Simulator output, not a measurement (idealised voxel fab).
The process module presented herein is designated voxel ribs on slabs.
The width of the displayed cross-section, cut, is 225 nm; its cells are square, with a size of 5 nm.
Cross-section spec: square-cell grid; bands listed top down; each band is one or more rows. The band entry comprises the height of the band's top followed by the height of its bottom, expressed in nm, and subsequently the band's materials from left to right, each stated together with its width in nm. Where a single material is marked with the word "throughout", that material fills the band from edge to edge. The word "air" represents empty space. Heights from 0 (as-received wafer is one material below). Bottom band endless downward, as "z 0 and below". A width given as "30..40" starts at the first number in the band's top row and ends at the second number in its bottom row, shifting by an equal amount at every step from row to row. When a step is marked "same as before", none of the cells in the cross-section changed during that step. "Unvented voids" enumerates empty spaces isolated from the top, with no open way to it, that contain at least 8 cells, giving each as width x height at distance from the left edge, all three in nm. Read whatever lies past the settings on a step's line as the simulator's own remark about the step. overlay nm: for a step with a mask, the amount by which the mask lay right of where it was planned; a negative amount means left of it.
The process steps that were planned are listed below
1. RECEIVE with material Si
2. DIRECTIONAL_DEP with material SiO2, thk nm 30
3. DIRECTIONAL_DEP with material SiN, thk nm 25
4. PATTERN with tone cover, mask id RIB, material resist, width nm 20, thk nm 20, overlay nm 0
5. DIRECTIONAL_ETCH with etch materials SiN, depth nm 10
6. STRIP with etch materials resist
7. MASKED_ETCH with tone cover, mask id SLAB, width nm 80, etch materials SiN, depth nm 15, overlay nm 0
8. FILL_DEP with material SiO2, thk nm 25
9. CMP with height nm 70
10. DIRECTIONAL_DEP with material TiN, thk nm 10
11. PATTERN with tone cover, mask id HEATER, material resist, width nm 30, thk nm 15, overlay nm 0
12. DIRECTIONAL_ETCH with etch materials TiN, depth nm 10
13. STRIP with etch materials resist
14. CONFORMAL_DEP with material SiO2, thk nm 5
Cross-section of the wafer upon arrival, representing the state reached after step 1
  z 0 and below | Si throughout
  Unvented voids: none
Wafer at module end, in section. Began as above, planned as above, run with one mistake
  z 85 to 80 | air (90) | SiO2 (40) | air (95)
  z 80 to 75 | air (90) | SiO2 (5) | TiN (30) | SiO2 (5) | air (95)
  z 75 to 70 | SiO2 (95) | TiN (30) | SiO2 (100)
  z 70 to 25 | SiO2 throughout
  z 25 to 0 | SiN throughout
  z 0 and below | Si throughout
  Unvented voids: none
So what did we get wrong on this run? steps 2 and 3 swapped
